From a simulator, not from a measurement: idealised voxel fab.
Process module in this document: voxel gate over fins
It is cross-section cut that appears here, measuring 235 nm in width, its square cells being 5 nm in size.
A cross-section is written here as square cells arranged in a grid, and it is given in bands from the top down, each band taking up one or more rows of cells.
First you get the band's top height and its bottom height, in nm, and then the materials it's made of, left to right, with each width in nm. If you see a single material with "all across", that one covers the band edge to edge. "empty" is empty space.
Beneath 0, the wafer as received is one material, and that level is where height counting begins. The lowest band goes on downward without a bottom; it is written like "z 0 and below".
You'd read "30..40" like this: the band's top row of cells is as wide as the first number, its bottom row is as wide as the second, and going down, every row changes width by the same amount as the row before did.
Basically "no alterations made" means that step didn't change any cell in the cross-section.
In the "Voids lacking openings" entry, you get each enclosed empty space of 8 cells or more, one with no open way to the top, written width x height at distance, distance from the left edge, in nm.
That trailing text on a step's line, after the settings, is the simulator's own remark on the step.
The optional step-line setting "overlay nm" applies to steps with a mask and quantifies how far to the right of its planned location the mask lay, a negative value indicating leftward placement.
Pairs ahead. Before: cross-section ahead of one process step. After: cross-section once the step is done, shown to the lowest changed band only. Under each pair: that step, with settings. Caution: pairs may come from different runs of this module on the same starting wafer; a pair follows the pair above only where its "State before step" entry says so.

State before step:
- z 15 to 10: empty: 25 / TiAl: 35 / empty: 15 / TiAl: 35 / empty: 15 / TiAl: 35 / empty: 15 / TiAl: 35 / empty: 25
- z 10 to 5: empty: 25 / TiAl: 5 / TiN: 25 / TiAl: 5 / empty: 15 / TiAl: 5 / TiN: 25 / TiAl: 5 / empty: 15 / TiAl: 5 / TiN: 25 / TiAl: 5 / empty: 15 / TiAl: 5 / TiN: 25 / TiAl: 5 / empty: 25
- z 5 to 0: TiAl: 30 / TiN: 5 / HfO2: 15 / TiN: 5 / TiAl: 25 / TiN: 5 / HfO2: 15 / TiN: 5 / TiAl: 25 / TiN: 5 / HfO2: 15 / TiN: 5 / TiAl: 25 / TiN: 5 / HfO2: 15 / TiN: 5 / TiAl: 30
- z 0 to -5: TiN: 35 / HfO2: 5 / Si: 5 / HfO2: 5 / TiN: 35 / HfO2: 5 / Si: 5 / HfO2: 5 / TiN: 35 / HfO2: 5 / Si: 5 / HfO2: 5 / TiN: 35 / HfO2: 5 / Si: 5 / HfO2: 5 / TiN: 35
- z -5 to -10: HfO2: 40 / Si: 5 / HfO2: 45 / Si: 5 / HfO2: 45 / Si: 5 / HfO2: 45 / Si: 5 / HfO2: 40
- z -10 to -20: SiO2: 40 / Si: 5 / SiO2: 45 / Si: 5 / SiO2: 45 / Si: 5 / SiO2: 45 / Si: 5 / SiO2: 40
- z -20 to -25: SiO2: 40 / Si: 5 / SiO2: 15 / TiN: 15 / SiO2: 15 / Si: 5 / SiO2: 45 / Si: 5 / SiO2: 45 / Si: 5 / SiO2: 40
- z -25 to -65: SiO2: 40 / Si: 5 / SiO2: 45 / Si: 5 / SiO2: 45 / Si: 5 / SiO2: 45 / Si: 5 / SiO2: 40
- z -65 and below: Si all across
- Voids lacking openings: none

Post-Step Cross-Section:
- z 20 to 15: empty: 20 / TiN: 45 / empty: 5 / TiN: 45 / empty: 5 / TiN: 45 / empty: 5 / TiN: 45 / empty: 20
- z 15 to 10: empty: 20 / TiN: 5 / TiAl: 35 / TiN: 5 / empty: 5 / TiN: 5 / TiAl: 35 / TiN: 5 / empty: 5 / TiN: 5 / TiAl: 35 / TiN: 5 / empty: 5 / TiN: 5 / TiAl: 35 / TiN: 5 / empty: 20
- z 10 to 5: TiN: 25 / TiAl: 5 / TiN: 25 / TiAl: 5 / TiN: 15 / TiAl: 5 / TiN: 25 / TiAl: 5 / TiN: 15 / TiAl: 5 / TiN: 25 / TiAl: 5 / TiN: 15 / TiAl: 5 / TiN: 25 / TiAl: 5 / TiN: 25
- All layers under 5 are left as they were.
- Voids lacking openings: none
It is this step that lies between the two cross-sections above: CONFORMAL_DEP, material TiN, thk nm 5

State before step: identical to the post-step cross-section of the immediately preceding pair.

Post-Step Cross-Section:
- z 30 to 20: W all across
- z 20 to 15: W: 20 / TiN: 45 / W: 5 / TiN: 45 / W: 5 / TiN: 45 / W: 5 / TiN: 45 / W: 20
- z 15 to 10: W: 20 / TiN: 5 / TiAl: 35 / TiN: 5 / W: 5 / TiN: 5 / TiAl: 35 / TiN: 5 / W: 5 / TiN: 5 / TiAl: 35 / TiN: 5 / W: 5 / TiN: 5 / TiAl: 35 / TiN: 5 / W: 20
- All layers under 10 are left as they were.
- Voids lacking openings: none
It is this step that lies between the two cross-sections above: FILL_DEP, material W, thk nm 10

State before step: identical to the post-step cross-section of the immediately preceding pair.

Post-Step Cross-Section:
- z 25 to 20: W all across
- All layers under 20 are left as they were.
- Voids lacking openings: none
It is this step that lies between the two cross-sections above: CMP, height nm 25

State before step: identical to the post-step cross-section of the immediately preceding pair.

Post-Step Cross-Section:
- z 30 to 25: SiN all across
- All layers under 25 are left as they were.
- Voids lacking openings: none
It is this step that lies between the two cross-sections above: CONFORMAL_DEP, material SiN, thk nm 5

State before step:
- z 10 to 5: empty: 30 / TiN: 25 / empty: 25 / TiN: 25 / empty: 25 / TiN: 25 / empty: 25 / TiN: 25 / empty: 30
- z 5 to 0: empty: 30 / TiN: 5 / HfO2: 15 / TiN: 5 / empty: 25 / TiN: 5 / HfO2: 15 / TiN: 5 / empty: 25 / TiN: 5 / HfO2: 15 / TiN: 5 / empty: 25 / TiN: 5 / HfO2: 15 / TiN: 5 / empty: 30
- z 0 to -5: TiN: 35 / HfO2: 5 / Si: 5 / HfO2: 5 / TiN: 35 / HfO2: 5 / Si: 5 / HfO2: 5 / TiN: 35 / HfO2: 5 / Si: 5 / HfO2: 5 / TiN: 35 / HfO2: 5 / Si: 5 / HfO2: 5 / TiN: 35
- z -5 to -10: HfO2: 40 / Si: 5 / HfO2: 45 / Si: 5 / HfO2: 45 / Si: 5 / HfO2: 45 / Si: 5 / HfO2: 40
- z -10 to -20: SiO2: 40 / Si: 5 / SiO2: 45 / Si: 5 / SiO2: 45 / Si: 5 / SiO2: 45 / Si: 5 / SiO2: 40
- z -20 to -25: SiO2: 40 / Si: 5 / SiO2: 15 / TiN: 15 / SiO2: 15 / Si: 5 / SiO2: 45 / Si: 5 / SiO2: 45 / Si: 5 / SiO2: 40
- z -25 to -35: SiO2: 40 / Si: 5 / SiO2: 45 / Si: 5 / SiO2: 45 / Si: 5 / SiO2: 45 / Si: 5 / SiO2: 40
- z -35 and below: Si all across
- Voids lacking openings: none

Post-Step Cross-Section:
- z 15 to 5: empty: 25 / TiN: 35 / empty: 15 / TiN: 35 / empty: 15 / TiN: 35 / empty: 15 / TiN: 35 / empty: 25
- z 5 to 0: TiN: 35 / HfO2: 15 / TiN: 35 / HfO2: 15 / TiN: 35 / HfO2: 15 / TiN: 35 / HfO2: 15 / TiN: 35
- All layers under 0 are left as they were.
- Voids lacking openings: none
It is this step that lies between the two cross-sections above: CONFORMAL_DEP, material TiN, thk nm 5

State before step: identical to the post-step cross-section of the immediately preceding pair.

Post-Step Cross-Section:
- z 20 to 15: empty: 20 / TiAl: 45 / empty: 5 / TiAl: 45 / empty: 5 / TiAl: 45 / empty: 5 / TiAl: 45 / empty: 20
- z 15 to 10: empty: 20 / TiAl: 5 / TiN: 35 / TiAl: 5 / empty: 5 / TiAl: 5 / TiN: 35 / TiAl: 5 / empty: 5 / TiAl: 5 / TiN: 35 / TiAl: 5 / empty: 5 / TiAl: 5 / TiN: 35 / TiAl: 5 / empty: 20
- z 10 to 5: TiAl: 25 / TiN: 35 / TiAl: 15 / TiN: 35 / TiAl: 15 / TiN: 35 / TiAl: 15 / TiN: 35 / TiAl: 25
- All layers under 5 are left as they were.
- Voids lacking openings: none
It is this step that lies between the two cross-sections above: CONFORMAL_DEP, material TiAl, thk nm 5

State before step: identical to the post-step cross-section of the immediately preceding pair.

Post-Step Cross-Section:
- z 30 to 20: W all across
- z 20 to 15: W: 20 / TiAl: 45 / W: 5 / TiAl: 45 / W: 5 / TiAl: 45 / W: 5 / TiAl: 45 / W: 20
- z 15 to 10: W: 20 / TiAl: 5 / TiN: 35 / TiAl: 5 / W: 5 / TiAl: 5 / TiN: 35 / TiAl: 5 / W: 5 / TiAl: 5 / TiN: 35 / TiAl: 5 / W: 5 / TiAl: 5 / TiN: 35 / TiAl: 5 / W: 20
- All layers under 10 are left as they were.
- Voids lacking openings: none
It is this step that lies between the two cross-sections above: FILL_DEP, material W, thk nm 10

State before step: identical to the post-step cross-section of the immediately preceding pair.

Post-Step Cross-Section:
- z 25 to 20: W all across
- All layers under 20 are left as they were.
- Voids lacking openings: none
It is this step that lies between the two cross-sections above: CMP, height nm 25

State before step: identical to the post-step cross-section of the immediately preceding pair.

Post-Step Cross-Section:
- z 30 to 25: SiN all across
- All layers under 25 are left as they were.
- Voids lacking openings: none
It is this step that lies between the two cross-sections above: CONFORMAL_DEP, material SiN, thk nm 5

State before step:
- z 10 to 0: SiO2: 35 / SiN: 15 / SiO2: 35 / SiN: 15 / SiO2: 35 / SiN: 15 / SiO2: 35 / SiN: 15 / SiO2: 35
- z 0 to -20: SiO2: 40 / Si: 5 / SiO2: 45 / Si: 5 / SiO2: 45 / Si: 5 / SiO2: 45 / Si: 5 / SiO2: 40
- z -20 to -25: SiO2: 40 / Si: 5 / SiO2: 15 / TiN: 15 / SiO2: 15 / Si: 5 / SiO2: 45 / Si: 5 / SiO2: 45 / Si: 5 / SiO2: 40
- z -25 to -35: SiO2: 40 / Si: 5 / SiO2: 45 / Si: 5 / SiO2: 45 / Si: 5 / SiO2: 45 / Si: 5 / SiO2: 40
- z -35 and below: Si all across
- Voids lacking openings: none

Post-Step Cross-Section:
- z 10 to 0: empty: 35 / SiN: 15 / empty: 35 / SiN: 15 / empty: 35 / SiN: 15 / empty: 35 / SiN: 15 / empty: 35
- All layers under 0 are left as they were.
- Voids lacking openings: none
It is this step that lies between the two cross-sections above: SELECTIVE_ETCH, etch materials SiO2, depth nm 10

State before step: identical to the post-step cross-section of the immediately preceding pair.

Post-Step Cross-Section:
- z 0 to -20: SiO2: 40 / Si: 5 / SiO2: 45 / Si: 5 / SiO2: 45 / Si: 5 / SiO2: 45 / Si: 5 / SiO2: 40
- All layers under -20 are left as they were.
- Voids lacking openings: none
It is this step that lies between the two cross-sections above: STRIP, etch materials SiN

State before step: identical to the post-step cross-section of the immediately preceding pair.

Post-Step Cross-Section:
- z 5 to 0: HfO2 all across
- All layers under 0 are left as they were.
- Voids lacking openings: none
It is this step that lies between the two cross-sections above: CONFORMAL_DEP, material HfO2, thk nm 5

State before step: identical to the post-step cross-section of the immediately preceding pair.

Post-Step Cross-Section:
- z 10 to 5: TiN all across
- All layers under 5 are left as they were.
- Voids lacking openings: none
It is this step that lies between the two cross-sections above: CONFORMAL_DEP, material TiN, thk nm 5

State before step: identical to the post-step cross-section of the immediately preceding pair.

Post-Step Cross-Section:
- z 15 to 10: TiAl all across
- All layers under 10 are left as they were.
- Voids lacking openings: none
It is this step that lies between the two cross-sections above: CONFORMAL_DEP, material TiAl, thk nm 5

State before step: identical to the post-step cross-section of the immediately preceding pair.

Post-Step Cross-Section:
- z 20 to 15: TiN all across
- All layers under 15 are left as they were.
- Voids lacking openings: none
It is this step that lies between the two cross-sections above: CONFORMAL_DEP, material TiN, thk nm 5

State before step: identical to the post-step cross-section of the immediately preceding pair.

Post-Step Cross-Section:
- z 30 to 20: W all across
- All layers under 20 are left as they were.
- Voids lacking openings: none
It is this step that lies between the two cross-sections above: FILL_DEP, material W, thk nm 10

State before step: identical to the post-step cross-section of the immediately preceding pair.

Post-Step Cross-Section:
- z 25 to 20: W all across
- All layers under 20 are left as they were.
- Voids lacking openings: none
It is this step that lies between the two cross-sections above: CMP, height nm 25

State before step: identical to the post-step cross-section of the immediately preceding pair.

Post-Step Cross-Section:
- z 30 to 25: SiN all across
- All layers under 25 are left as they were.
- Voids lacking openings: none
It is this step that lies between the two cross-sections above: CONFORMAL_DEP, material SiN, thk nm 5

State before step:
- z 10 to 0: SiO2: 35 / SiN: 15 / SiO2: 35 / SiN: 15 / SiO2: 35 / SiN: 15 / SiO2: 35 / SiN: 15 / SiO2: 35
- z 0 to -35: SiO2: 40 / Si: 5 / SiO2: 45 / Si: 5 / SiO2: 45 / Si: 5 / SiO2: 45 / Si: 5 / SiO2: 40
- z -35 and below: Si all across
- Voids lacking openings: none

Post-Step Cross-Section:
- z 25 to 10: resist: 55 / empty: 25 / resist: 155
- All layers under 10 are left as they were.
- Voids lacking openings: none
It is this step that lies between the two cross-sections above: PATTERN, tone open, mask id RAIL, material resist, width nm 25, thk nm 15, overlay nm 0

State before step: identical to the post-step cross-section of the immediately preceding pair.

Post-Step Cross-Section:
- z 25 to 10: resist: 55 / empty: 25 / resist: 155
- z 10 to 0: SiO2: 35 / SiN: 15 / SiO2: 5 / empty: 25 / SiO2: 5 / SiN: 15 / SiO2: 35 / SiN: 15 / SiO2: 35 / SiN: 15 / SiO2: 35
- z 0 to -25: SiO2: 40 / Si: 5 / SiO2: 10 / empty: 25 / SiO2: 10 / Si: 5 / SiO2: 45 / Si: 5 / SiO2: 45 / Si: 5 / SiO2: 40
- All layers under -25 are left as they were.
- Voids lacking openings: none
It is this step that lies between the two cross-sections above: DIRECTIONAL_ETCH, etch materials SiO2, depth nm 35

State before step: identical to the post-step cross-section of the immediately preceding pair.

Post-Step Cross-Section:
- z 10 to 0: SiO2: 35 / SiN: 15 / SiO2: 5 / empty: 25 / SiO2: 5 / SiN: 15 / SiO2: 35 / SiN: 15 / SiO2: 35 / SiN: 15 / SiO2: 35
- All layers under 0 are left as they were.
- Voids lacking openings: none
It is this step that lies between the two cross-sections above: STRIP, etch materials resist

State before step: identical to the post-step cross-section of the immediately preceding pair.

Post-Step Cross-Section:
- z 15 to 10: TiN: 60 / empty: 15 / TiN: 160
- z 10 to 0: SiO2: 35 / SiN: 15 / SiO2: 5 / TiN: 5 / empty: 15 / TiN: 5 / SiO2: 5 / SiN: 15 / SiO2: 35 / SiN: 15 / SiO2: 35 / SiN: 15 / SiO2: 35
- z 0 to -20: SiO2: 40 / Si: 5 / SiO2: 10 / TiN: 5 / empty: 15 / TiN: 5 / SiO2: 10 / Si: 5 / SiO2: 45 / Si: 5 / SiO2: 45 / Si: 5 / SiO2: 40
- z -20 to -25: SiO2: 40 / Si: 5 / SiO2: 10 / TiN: 25 / SiO2: 10 / Si: 5 / SiO2: 45 / Si: 5 / SiO2: 45 / Si: 5 / SiO2: 40
- All layers under -25 are left as they were.
- Voids lacking openings: none
It is this step that lies between the two cross-sections above: CONFORMAL_DEP, material TiN, thk nm 5

State before step: identical to the post-step cross-section of the immediately preceding pair.

Post-Step Cross-Section:
- z 20 to 15: W all across
- z 15 to 10: TiN: 60 / W: 15 / TiN: 160
- z 10 to 0: SiO2: 35 / SiN: 15 / SiO2: 5 / TiN: 5 / W: 15 / TiN: 5 / SiO2: 5 / SiN: 15 / SiO2: 35 / SiN: 15 / SiO2: 35 / SiN: 15 / SiO2: 35
- z 0 to -20: SiO2: 40 / Si: 5 / SiO2: 10 / TiN: 5 / W: 15 / TiN: 5 / SiO2: 10 / Si: 5 / SiO2: 45 / Si: 5 / SiO2: 45 / Si: 5 / SiO2: 40
- All layers under -20 are left as they were.
- Voids lacking openings: none
It is this step that lies between the two cross-sections above: FILL_DEP, material W, thk nm 5

State before step: identical to the post-step cross-section of the immediately preceding pair.

Post-Step Cross-Section:
- z 10 to 0: SiO2: 35 / SiN: 15 / SiO2: 5 / TiN: 5 / W: 15 / TiN: 5 / SiO2: 5 / SiN: 15 / SiO2: 35 / SiN: 15 / SiO2: 35 / SiN: 15 / SiO2: 35
- All layers under 0 are left as they were.
- Voids lacking openings: none
It is this step that lies between the two cross-sections above: CMP, height nm 10

State before step: identical to the post-step cross-section of the immediately preceding pair.

Post-Step Cross-Section:
- z 10 to 0: SiO2: 35 / SiN: 15 / SiO2: 5 / empty: 25 / SiO2: 5 / SiN: 15 / SiO2: 35 / SiN: 15 / SiO2: 35 / SiN: 15 / SiO2: 35
- z 0 to -20: SiO2: 40 / Si: 5 / SiO2: 10 / empty: 25 / SiO2: 10 / Si: 5 / SiO2: 45 / Si: 5 / SiO2: 45 / Si: 5 / SiO2: 40
- All layers under -20 are left as they were.
- Voids lacking openings: none
It is this step that lies between the two cross-sections above: SELECTIVE_ETCH, etch materials W Ru TiN, depth nm 30

State before step: identical to the post-step cross-section of the immediately preceding pair.

Post-Step Cross-Section:
- z 15 to 10: SiO2 all across
- z 10 to 0: SiO2: 35 / SiN: 15 / SiO2: 35 / SiN: 15 / SiO2: 35 / SiN: 15 / SiO2: 35 / SiN: 15 / SiO2: 35
- z 0 to -20: SiO2: 40 / Si: 5 / SiO2: 45 / Si: 5 / SiO2: 45 / Si: 5 / SiO2: 45 / Si: 5 / SiO2: 40
- All layers under -20 are left as they were.
- Voids lacking openings: none
It is this step that lies between the two cross-sections above: FILL_DEP, material SiO2, thk nm 5

State before step: identical to the post-step cross-section of the immediately preceding pair.

Post-Step Cross-Section:
- z 10 to 0: SiO2: 35 / SiN: 15 / SiO2: 35 / SiN: 15 / SiO2: 35 / SiN: 15 / SiO2: 35 / SiN: 15 / SiO2: 35
- All layers under 0 are left as they were.
- Voids lacking openings: none
It is this step that lies between the two cross-sections above: CMP, height nm 10

State before step: identical to the post-step cross-section of the immediately preceding pair.

Post-Step Cross-Section:
- z 10 to 0: empty: 35 / SiN: 15 / empty: 35 / SiN: 15 / empty: 35 / SiN: 15 / empty: 35 / SiN: 15 / empty: 35
- z 0 to -10: empty: 40 / Si: 5 / empty: 45 / Si: 5 / empty: 45 / Si: 5 / empty: 45 / Si: 5 / empty: 40
- All layers under -10 are left as they were.
- Voids lacking openings: none
It is this step that lies between the two cross-sections above: SELECTIVE_ETCH, etch materials SiO2, depth nm 20

State before step: identical to the post-step cross-section of the immediately preceding pair.

Post-Step Cross-Section:
- z 0 to -10: empty: 40 / Si: 5 / empty: 45 / Si: 5 / empty: 45 / Si: 5 / empty: 45 / Si: 5 / empty: 40
- All layers under -10 are left as they were.
- Voids lacking openings: none
It is this step that lies between the two cross-sections above: STRIP, etch materials SiN

State before step: identical to the post-step cross-section of the immediately preceding pair.

Post-Step Cross-Section:
- z 5 to 0: empty: 35 / HfO2: 15 / empty: 35 / HfO2: 15 / empty: 35 / HfO2: 15 / empty: 35 / HfO2: 15 / empty: 35
- z 0 to -5: empty: 35 / HfO2: 5 / Si: 5 / HfO2: 5 / empty: 35 / HfO2: 5 / Si: 5 / HfO2: 5 / empty: 35 / HfO2: 5 / Si: 5 / HfO2: 5 / empty: 35 / HfO2: 5 / Si: 5 / HfO2: 5 / empty: 35
- z -5 to -10: HfO2: 40 / Si: 5 / HfO2: 45 / Si: 5 / HfO2: 45 / Si: 5 / HfO2: 45 / Si: 5 / HfO2: 40
- All layers under -10 are left as they were.
- Voids lacking openings: none
It is this step that lies between the two cross-sections above: CONFORMAL_DEP, material HfO2, thk nm 5

State before step: identical to the post-step cross-section of the immediately preceding pair.

Post-Step Cross-Section:
- z 10 to 5: empty: 30 / TiN: 25 / empty: 25 / TiN: 25 / empty: 25 / TiN: 25 / empty: 25 / TiN: 25 / empty: 30
- z 5 to 0: empty: 30 / TiN: 5 / HfO2: 15 / TiN: 5 / empty: 25 / TiN: 5 / HfO2: 15 / TiN: 5 / empty: 25 / TiN: 5 / HfO2: 15 / TiN: 5 / empty: 25 / TiN: 5 / HfO2: 15 / TiN: 5 / empty: 30
- z 0 to -5: TiN: 35 / HfO2: 5 / Si: 5 / HfO2: 5 / TiN: 35 / HfO2: 5 / Si: 5 / HfO2: 5 / TiN: 35 / HfO2: 5 / Si: 5 / HfO2: 5 / TiN: 35 / HfO2: 5 / Si: 5 / HfO2: 5 / TiN: 35
- All layers under -5 are left as they were.
- Voids lacking openings: none
It is this step that lies between the two cross-sections above: CONFORMAL_DEP, material TiN, thk nm 5

State before step: identical to the post-step cross-section of the immediately preceding pair.

Post-Step Cross-Section:
- z 15 to 10: empty: 25 / TiAl: 35 / empty: 15 / TiAl: 35 / empty: 15 / TiAl: 35 / empty: 15 / TiAl: 35 / empty: 25
- z 10 to 5: empty: 25 / TiAl: 5 / TiN: 25 / TiAl: 5 / empty: 15 / TiAl: 5 / TiN: 25 / TiAl: 5 / empty: 15 / TiAl: 5 / TiN: 25 / TiAl: 5 / empty: 15 / TiAl: 5 / TiN: 25 / TiAl: 5 / empty: 25
- z 5 to 0: TiAl: 30 / TiN: 5 / HfO2: 15 / TiN: 5 / TiAl: 25 / TiN: 5 / HfO2: 15 / TiN: 5 / TiAl: 25 / TiN: 5 / HfO2: 15 / TiN: 5 / TiAl: 25 / TiN: 5 / HfO2: 15 / TiN: 5 / TiAl: 30
- All layers under 0 are left as they were.
- Voids lacking openings: none
It is this step that lies between the two cross-sections above: CONFORMAL_DEP, material TiAl, thk nm 5

State before step: identical to the post-step cross-section of the immediately preceding pair.

Post-Step Cross-Section:
- z 20 to 15: empty: 20 / TiN: 45 / empty: 5 / TiN: 45 / empty: 5 / TiN: 45 / empty: 5 / TiN: 45 / empty: 20
- z 15 to 10: empty: 20 / TiN: 5 / TiAl: 35 / TiN: 5 / empty: 5 / TiN: 5 / TiAl: 35 / TiN: 5 / empty: 5 / TiN: 5 / TiAl: 35 / TiN: 5 / empty: 5 / TiN: 5 / TiAl: 35 / TiN: 5 / empty: 20
- z 10 to 5: TiN: 25 / TiAl: 5 / TiN: 25 / TiAl: 5 / TiN: 15 / TiAl: 5 / TiN: 25 / TiAl: 5 / TiN: 15 / TiAl: 5 / TiN: 25 / TiAl: 5 / TiN: 15 / TiAl: 5 / TiN: 25 / TiAl: 5 / TiN: 25
- All layers under 5 are left as they were.
- Voids lacking openings: none
It is this step that lies between the two cross-sections above: CONFORMAL_DEP, material TiN, thk nm 5

State before step: identical to the post-step cross-section of the immediately preceding pair.

Post-Step Cross-Section:
- z 30 to 20: W all across
- z 20 to 15: W: 20 / TiN: 45 / W: 5 / TiN: 45 / W: 5 / TiN: 45 / W: 5 / TiN: 45 / W: 20
- z 15 to 10: W: 20 / TiN: 5 / TiAl: 35 / TiN: 5 / W: 5 / TiN: 5 / TiAl: 35 / TiN: 5 / W: 5 / TiN: 5 / TiAl: 35 / TiN: 5 / W: 5 / TiN: 5 / TiAl: 35 / TiN: 5 / W: 20
- All layers under 10 are left as they were.
- Voids lacking openings: none
It is this step that lies between the two cross-sections above: FILL_DEP, material W, thk nm 10

State before step: identical to the post-step cross-section of the immediately preceding pair.

Post-Step Cross-Section:
- z 25 to 20: W all across
- All layers under 20 are left as they were.
- Voids lacking openings: none
It is this step that lies between the two cross-sections above: CMP, height nm 25

State before step: identical to the post-step cross-section of the immediately preceding pair.

Post-Step Cross-Section:
- z 30 to 25: SiN all across
- All layers under 25 are left as they were.
- Voids lacking openings: none
It is this step that lies between the two cross-sections above: CONFORMAL_DEP, material SiN, thk nm 5

State before step:
- z 10 to 0: empty: 35 / SiN: 15 / empty: 35 / SiN: 15 / empty: 35 / SiN: 15 / empty: 35 / SiN: 15 / empty: 35
- z 0 and below: Si all across
- Voids lacking openings: none

Post-Step Cross-Section:
- z 10 to 0: empty: 35 / SiN: 15 / empty: 35 / SiN: 15 / empty: 35 / SiN: 15 / empty: 35 / SiN: 15 / empty: 35
- z 0 to -30: empty: 35 / Si: 25 / empty: 25 / Si: 25 / empty: 25 / Si: 25 / empty: 25 / Si: 25 / empty: 25
- All layers under -30 are left as they were.
- Voids lacking openings: none
It is this step that lies between the two cross-sections above: MASKED_ETCH, tone cover, mask id FINS, width nm 15, pitch nm 50, etch materials Si, depth nm 30, overlay nm 10

State before step: identical to the post-step cross-section of the immediately preceding pair.

Post-Step Cross-Section:
- z 10 to 0: empty: 35 / SiN: 15 / empty: 35 / SiN: 15 / empty: 35 / SiN: 15 / empty: 35 / SiN: 15 / empty: 35
- z 0 to -5: empty: 35 / SiO2: 5 / Si: 5 / SiO2: 15 / empty: 25 / SiO2: 5 / Si: 5 / SiO2: 15 / empty: 25 / SiO2: 5 / Si: 5 / SiO2: 15 / empty: 25 / SiO2: 5 / Si: 5 / SiO2: 15 / empty: 25
- z -5 to -30: empty: 35 / SiO2: 5 / Si: 15 / SiO2: 5 / empty: 25 / SiO2: 5 / Si: 15 / SiO2: 5 / empty: 25 / SiO2: 5 / Si: 15 / SiO2: 5 / empty: 25 / SiO2: 5 / Si: 15 / SiO2: 5 / empty: 25
- z -30 to -35: SiO2: 40 / Si: 15 / SiO2: 35 / Si: 15 / SiO2: 35 / Si: 15 / SiO2: 35 / Si: 15 / SiO2: 30
- All layers under -35 are left as they were.
- Voids lacking openings: none
It is this step that lies between the two cross-sections above: OXIDIZE, depth nm 5

State before step: identical to the post-step cross-section of the immediately preceding pair.

Post-Step Cross-Section:
- z 20 to 10: SiO2 all across
- z 10 to 0: SiO2: 35 / SiN: 15 / SiO2: 35 / SiN: 15 / SiO2: 35 / SiN: 15 / SiO2: 35 / SiN: 15 / SiO2: 35
- z 0 to -5: SiO2: 40 / Si: 5 / SiO2: 45 / Si: 5 / SiO2: 45 / Si: 5 / SiO2: 45 / Si: 5 / SiO2: 40
- z -5 to -35: SiO2: 40 / Si: 15 / SiO2: 35 / Si: 15 / SiO2: 35 / Si: 15 / SiO2: 35 / Si: 15 / SiO2: 30
- All layers under -35 are left as they were.
- Voids lacking openings: none
It is this step that lies between the two cross-sections above: FILL_DEP, material SiO2, thk nm 10

State before step: identical to the post-step cross-section of the immediately preceding pair.

Post-Step Cross-Section:
- z 10 to 0: SiO2: 35 / SiN: 15 / SiO2: 35 / SiN: 15 / SiO2: 35 / SiN: 15 / SiO2: 35 / SiN: 15 / SiO2: 35
- All layers under 0 are left as they were.
- Voids lacking openings: none
It is this step that lies between the two cross-sections above: CMP, height nm 10

State before step: identical to the post-step cross-section of the immediately preceding pair.

Post-Step Cross-Section:
- z 25 to 10: resist: 60 / empty: 15 / resist: 160
- All layers under 10 are left as they were.
- Voids lacking openings: none
It is this step that lies between the two cross-sections above: PATTERN, tone open, mask id RAIL, material resist, width nm 15, thk nm 15, overlay nm 0

State before step: identical to the post-step cross-section of the immediately preceding pair.

Post-Step Cross-Section:
- z 25 to 10: resist: 60 / empty: 15 / resist: 160
- z 10 to 0: SiO2: 35 / SiN: 15 / SiO2: 10 / empty: 15 / SiO2: 10 / SiN: 15 / SiO2: 35 / SiN: 15 / SiO2: 35 / SiN: 15 / SiO2: 35
- z 0 to -5: SiO2: 40 / Si: 5 / SiO2: 15 / empty: 15 / SiO2: 15 / Si: 5 / SiO2: 45 / Si: 5 / SiO2: 45 / Si: 5 / SiO2: 40
- z -5 to -25: SiO2: 40 / Si: 15 / SiO2: 5 / empty: 15 / SiO2: 15 / Si: 15 / SiO2: 35 / Si: 15 / SiO2: 35 / Si: 15 / SiO2: 30
- All layers under -25 are left as they were.
- Voids lacking openings: none
It is this step that lies between the two cross-sections above: DIRECTIONAL_ETCH, etch materials SiO2, depth nm 35

State before step: identical to the post-step cross-section of the immediately preceding pair.

Post-Step Cross-Section:
- z 10 to 0: SiO2: 35 / SiN: 15 / SiO2: 10 / empty: 15 / SiO2: 10 / SiN: 15 / SiO2: 35 / SiN: 15 / SiO2: 35 / SiN: 15 / SiO2: 35
- All layers under 0 are left as they were.
- Voids lacking openings: none
It is this step that lies between the two cross-sections above: STRIP, etch materials resist

State before step: identical to the post-step cross-section of the immediately preceding pair.

Post-Step Cross-Section:
- z 15 to 10: TiN: 65 / empty: 5 / TiN: 165
- z 10 to 0: SiO2: 35 / SiN: 15 / SiO2: 10 / TiN: 5 / empty: 5 / TiN: 5 / SiO2: 10 / SiN: 15 / SiO2: 35 / SiN: 15 / SiO2: 35 / SiN: 15 / SiO2: 35
- z 0 to -5: SiO2: 40 / Si: 5 / SiO2: 15 / TiN: 5 / empty: 5 / TiN: 5 / SiO2: 15 / Si: 5 / SiO2: 45 / Si: 5 / SiO2: 45 / Si: 5 / SiO2: 40
- z -5 to -20: SiO2: 40 / Si: 15 / SiO2: 5 / TiN: 5 / empty: 5 / TiN: 5 / SiO2: 15 / Si: 15 / SiO2: 35 / Si: 15 / SiO2: 35 / Si: 15 / SiO2: 30
- z -20 to -25: SiO2: 40 / Si: 15 / SiO2: 5 / TiN: 15 / SiO2: 15 / Si: 15 / SiO2: 35 / Si: 15 / SiO2: 35 / Si: 15 / SiO2: 30
- All layers under -25 are left as they were.
- Voids lacking openings: none
It is this step that lies between the two cross-sections above: CONFORMAL_DEP, material TiN, thk nm 5

State before step: identical to the post-step cross-section of the immediately preceding pair.

Post-Step Cross-Section:
- z 20 to 15: W all across
- z 15 to 10: TiN: 65 / W: 5 / TiN: 165
- z 10 to 0: SiO2: 35 / SiN: 15 / SiO2: 10 / TiN: 5 / W: 5 / TiN: 5 / SiO2: 10 / SiN: 15 / SiO2: 35 / SiN: 15 / SiO2: 35 / SiN: 15 / SiO2: 35
- z 0 to -5: SiO2: 40 / Si: 5 / SiO2: 15 / TiN: 5 / W: 5 / TiN: 5 / SiO2: 15 / Si: 5 / SiO2: 45 / Si: 5 / SiO2: 45 / Si: 5 / SiO2: 40
- z -5 to -20: SiO2: 40 / Si: 15 / SiO2: 5 / TiN: 5 / W: 5 / TiN: 5 / SiO2: 15 / Si: 15 / SiO2: 35 / Si: 15 / SiO2: 35 / Si: 15 / SiO2: 30
- All layers under -20 are left as they were.
- Voids lacking openings: none
It is this step that lies between the two cross-sections above: FILL_DEP, material W, thk nm 5

State before step: identical to the post-step cross-section of the immediately preceding pair.

Post-Step Cross-Section:
- z 10 to 0: SiO2: 35 / SiN: 15 / SiO2: 10 / TiN: 5 / W: 5 / TiN: 5 / SiO2: 10 / SiN: 15 / SiO2: 35 / SiN: 15 / SiO2: 35 / SiN: 15 / SiO2: 35
- All layers under 0 are left as they were.
- Voids lacking openings: none
It is this step that lies between the two cross-sections above: CMP, height nm 10
